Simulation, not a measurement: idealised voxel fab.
Process module name: voxel wiring stack
Square cells of 5 nm make up the cross-section cut, whose width is 170 nm.
Format of a cross-section: grid, square cells. Given as bands. Order: top down. Band: one or more rows of cells.
Read a band's entry like this: the first values are the height of its top and the height of its bottom in nm, and what follows is the sequence of materials from left to right, each with its width in nm. Note that "blank" is empty space, and that a single material marked "all across" reaches across the band from edge to edge.
All heights in this document are referenced to 0, defined as the level beneath which the wafer, as received, consists entirely of one material. The lowest band is not bounded below; it extends indefinitely downward and is written in the form "0 down".
When a width is written as two numbers, as in "30 to 40", the first number is the width in the top row of cells of the band and the second is the width in its bottom row, and the width changes by the same amount from each row to the next.
You'll sometimes find "nothing was modified" written for a step, and that's the way of saying that nowhere in the cross-section did a cell change during that step.
If an empty space has no open way to the top and is at least 8 cells in size, "closed voids" lists it, written width x height at distance, where distance is measured from the left edge and every value is in nm.
Post-settings text on a step line: simulator's own remark regarding the step.
"overlay nm" answers the question of how far to the right of plan the mask lay on a step that has a mask, and when it is negative the answer is to the left.
Heads up before you read on: it's before/after pairs around one process step each, after side only down to the lowest band that changed, step plus settings under the pair. Pairs can be from different runs of this module, same starting wafer, so only chain a pair onto the one above if its "Before the process" entry says so.

Before the process
* 110 to 100 | Ru (30) / TiN (5) / SiO2 (5) / TiN (5) / Ru (20) / TiN (5) / SiO2 (5) / TiN (5) / Ru (20) / TiN (5) / SiO2 (5) / TiN (5) / Ru (20) / TiN (5) / SiO2 (5) / TiN (5) / Ru (20)
* 100 to 95 | TiN (35) / SiO2 (5) / TiN (30) / SiO2 (5) / TiN (30) / SiO2 (5) / TiN (30) / SiO2 (5) / TiN (25)
* 95 to 80 | SiO2 all across
* 80 to 75 | SiCN all across
* 75 to 70 | SiCN (15) / Ru (30) / SiCN (5) / Ru (30) / SiCN (5) / Ru (30) / SiCN (5) / Ru (30) / SiCN (20)
* 70 to 55 | lowk (20) / TiN (5) / W (10) / TiN (5) / lowk (15) / TiN (5) / W (10) / TiN (5) / lowk (15) / TiN (5) / W (10) / TiN (5) / lowk (15) / TiN (5) / W (10) / TiN (5) / lowk (25)
* 55 to 50 | SiN (20) / TiN (20) / SiN (15) / TiN (20) / SiN (15) / TiN (20) / SiN (15) / TiN (20) / SiN (25)
* 50 to 40 | SiO2 (20) / Ru (15) / SiO2 (20) / Ru (15) / SiO2 (20) / Ru (15) / SiO2 (20) / Ru (15) / SiO2 (30)
* 40 to 30 | SiCN (20 to 15) / Ru (15 to 30) / SiCN (20 to 5) / Ru (15 to 30) / SiCN (20 to 5) / Ru (15 to 30) / SiCN (20 to 5) / Ru (15 to 30) / SiCN (30 to 20)
* 30 to 15 | lowk (20) / TiN (5) / Ru (10) / TiN (5) / lowk (15) / TiN (5) / Ru (10) / TiN (5) / lowk (15) / TiN (5) / Ru (10) / TiN (5) / lowk (15) / TiN (5) / Ru (10) / TiN (5) / lowk (25)
* 15 to 10 | SiN (20) / TiN (20) / SiN (15) / TiN (20) / SiN (15) / TiN (20) / SiN (15) / TiN (20) / SiN (25)
* 10 to 0 | SiO2 all across
* 0 down | Si all across
* closed voids: none

Cross-Section After Step
* 115 to 110 | SiN all across
* below 110: unchanged
* closed voids: none
Before/after cross-sections above; step in between: CONFORMAL_DEP: material SiN, thk nm 5
